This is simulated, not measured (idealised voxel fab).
Process module in this document: voxel ribs on slabs
The cross-section on display is named cut; it measures 295 nm wide, and its cells are 5 nm squares.
Notation: cross-section as square-cell grid; stated in bands, top first, going down; one or more cell rows per band.
Quick guide to a band line: top height, bottom height (nm) up front; then every material left to right with its width in nm. Only one material and it's marked "edge to edge"? Then it fills the band edge to edge. And "empty" just means empty space.
Height 0 is the level under which the wafer as received is all one material. The lowest band goes on downwards, as in "top 0, no bottom".
The width entry "30..40" should be interpreted row by row: the top row of cells in the band takes the first number, the bottom row takes the second number, and the change between adjacent rows is uniform throughout.
When a step is marked "no alterations made", none of the cells in the cross-section changed during that step.
Any empty space of 8 cells or more lacking an open way to the top shows up in "Sealed void list" as width x height at distance, distance from the left edge, in nm.
What comes after the settings on a step's line is commentary from the simulator itself on that step.
"overlay nm", when on a step's line for a step with a mask, measures how far to the right of its planned place the mask lay; a negative measure means to the left.

THE FOLLOWING LIST GIVES THE PLANNED PROCESS STEPS
step 1: RECEIVE | material Si
step 2: DIRECTIONAL_DEP | material SiO2 | thk nm 25
step 3: DIRECTIONAL_DEP | material SiN | thk nm 25
step 4: PATTERN | tone cover | mask id RIB | material resist | width nm 25 | thk nm 20 | overlay nm 0
step 5: DIRECTIONAL_ETCH | etch materials SiN | depth nm 15
step 6: STRIP | etch materials resist
step 7: MASKED_ETCH | tone cover | mask id SLAB | width nm 85 | etch materials SiN | depth nm 10 | overlay nm 0
step 8: FILL_DEP | material SiO2 | thk nm 25
step 9: CMP | height nm 65
step 10: DIRECTIONAL_DEP | material TiN | thk nm 5
step 11: PATTERN | tone cover | mask id HEATER | material resist | width nm 35 | thk nm 15 | overlay nm 0
step 12: DIRECTIONAL_ETCH | etch materials TiN | depth nm 5
step 13: STRIP | etch materials resist
step 14: CONFORMAL_DEP | material SiN | thk nm 5

CONCERNING THE FIRST OF TWO WAFERS, WHICH WAS RUN IN ACCORDANCE WITH THE PLAN

AS-RECEIVED WAFER CROSS-SECTION (AFTER STEP 1)
> top 0, no bottom  Si edge to edge
> Sealed void list: none

TAKE A LOOK AT THE WAFER'S CROSS-SECTION AFTER STEP 2
> top 25, bottom 0  SiO2 edge to edge
> At heights below 0, the structure remains unaltered.

TAKE A LOOK AT THE WAFER'S CROSS-SECTION AFTER STEP 3
> top 50, bottom 25  SiN edge to edge
> At heights below 25, the structure remains unaltered.

TAKE A LOOK AT THE WAFER'S CROSS-SECTION AFTER STEP 4
> top 70, bottom 50  empty=135, then resist=25, then empty=135
> At heights below 50, the structure remains unaltered.

TAKE A LOOK AT THE WAFER'S CROSS-SECTION AFTER STEP 5
> top 70, bottom 50  empty=135, then resist=25, then empty=135
> top 50, bottom 35  empty=135, then SiN=25, then empty=135
> At heights below 35, the structure remains unaltered.

TAKE A LOOK AT THE WAFER'S CROSS-SECTION AFTER STEP 6
> top 50, bottom 35  empty=135, then SiN=25, then empty=135
> At heights below 35, the structure remains unaltered.

TAKE A LOOK AT THE WAFER'S CROSS-SECTION AFTER STEP 7
> top 50, bottom 35  empty=135, then SiN=25, then empty=135
> top 35, bottom 25  empty=105, then SiN=85, then empty=105
> At heights below 25, the structure remains unaltered.

TAKE A LOOK AT THE WAFER'S CROSS-SECTION AFTER STEP 8
> top 75, bottom 50  SiO2 edge to edge
> top 50, bottom 35  SiO2=135, then SiN=25, then SiO2=135
> top 35, bottom 25  SiO2=105, then SiN=85, then SiO2=105
> At heights below 25, the structure remains unaltered.

TAKE A LOOK AT THE WAFER'S CROSS-SECTION AFTER STEP 9
> top 65, bottom 50  SiO2 edge to edge
> At heights below 50, the structure remains unaltered.

TAKE A LOOK AT THE WAFER'S CROSS-SECTION AFTER STEP 10
> top 70, bottom 65  TiN edge to edge
> At heights below 65, the structure remains unaltered.

TAKE A LOOK AT THE WAFER'S CROSS-SECTION AFTER STEP 11
> top 85, bottom 70  empty=130, then resist=35, then empty=130
> At heights below 70, the structure remains unaltered.

TAKE A LOOK AT THE WAFER'S CROSS-SECTION AFTER STEP 12
> top 85, bottom 70  empty=130, then resist=35, then empty=130
> top 70, bottom 65  empty=130, then TiN=35, then empty=130
> At heights below 65, the structure remains unaltered.

TAKE A LOOK AT THE WAFER'S CROSS-SECTION AFTER STEP 13
> top 70, bottom 65  empty=130, then TiN=35, then empty=130
> At heights below 65, the structure remains unaltered.

TAKE A LOOK AT THE WAFER'S CROSS-SECTION AFTER STEP 14
> top 75, bottom 70  empty=125, then SiN=45, then empty=125
> top 70, bottom 65  SiN=130, then TiN=35, then SiN=130
> At heights below 65, the structure remains unaltered.

WAFER TWO: LIKE WAFER ONE IN START AND PLAN, BUT WITH ONE MISTAKE IN EXECUTION; IDENTICAL UP TO AND INCLUDING STEP 6

SECOND WAFER CROSS-SECTION, TAKEN AS OF THE TIME THE PLAN SETS FOR STEP 7 TO BE DONE
> top 50, bottom 35  empty=135, then SiN=25, then empty=135
> top 35, bottom 25  empty=105, then SiN=90, then empty=100
> At heights below 25, the structure remains unaltered.

SECOND WAFER CROSS-SECTION, TAKEN AS OF THE TIME THE PLAN SETS FOR STEP 8 TO BE DONE
> top 75, bottom 50  SiO2 edge to edge
> top 50, bottom 35  SiO2=135, then SiN=25, then SiO2=135
> top 35, bottom 25  SiO2=105, then SiN=90, then SiO2=100
> At heights below 25, the structure remains unaltered.

SECOND WAFER CROSS-SECTION, TAKEN AS OF THE TIME THE PLAN SETS FOR STEP 9 TO BE DONE
> top 65, bottom 50  SiO2 edge to edge
> At heights below 50, the structure remains unaltered.

SECOND WAFER CROSS-SECTION, TAKEN AS OF THE TIME THE PLAN SETS FOR STEP 10 TO BE DONE
> top 70, bottom 65  TiN edge to edge
> At heights below 65, the structure remains unaltered.

SECOND WAFER CROSS-SECTION, TAKEN AS OF THE TIME THE PLAN SETS FOR STEP 11 TO BE DONE
> top 85, bottom 70  empty=130, then resist=35, then empty=130
> At heights below 70, the structure remains unaltered.

SECOND WAFER CROSS-SECTION, TAKEN AS OF THE TIME THE PLAN SETS FOR STEP 12 TO BE DONE
> top 85, bottom 70  empty=130, then resist=35, then empty=130
> top 70, bottom 65  empty=130, then TiN=35, then empty=130
> At heights below 65, the structure remains unaltered.

SECOND WAFER CROSS-SECTION, TAKEN AS OF THE TIME THE PLAN SETS FOR STEP 13 TO BE DONE
> top 70, bottom 65  empty=130, then TiN=35, then empty=130
> At heights below 65, the structure remains unaltered.

SECOND WAFER CROSS-SECTION, TAKEN AS OF THE TIME THE PLAN SETS FOR STEP 14 TO BE DONE
> top 75, bottom 70  empty=125, then SiN=45, then empty=125
> top 70, bottom 65  SiN=130, then TiN=35, then SiN=130
> At heights below 65, the structure remains unaltered.
Run error: step 7 changed vs plan, executed as MASKED_ETCH | tone cover | mask id SLAB | width nm 90 | etch materials SiN | depth nm 10 | overlay nm 0
It is noted that, at the conclusion of processing, the second wafer exhibits a higher or lower cell count for certain materials relative to the first: SiN +2 | SiO2 -2
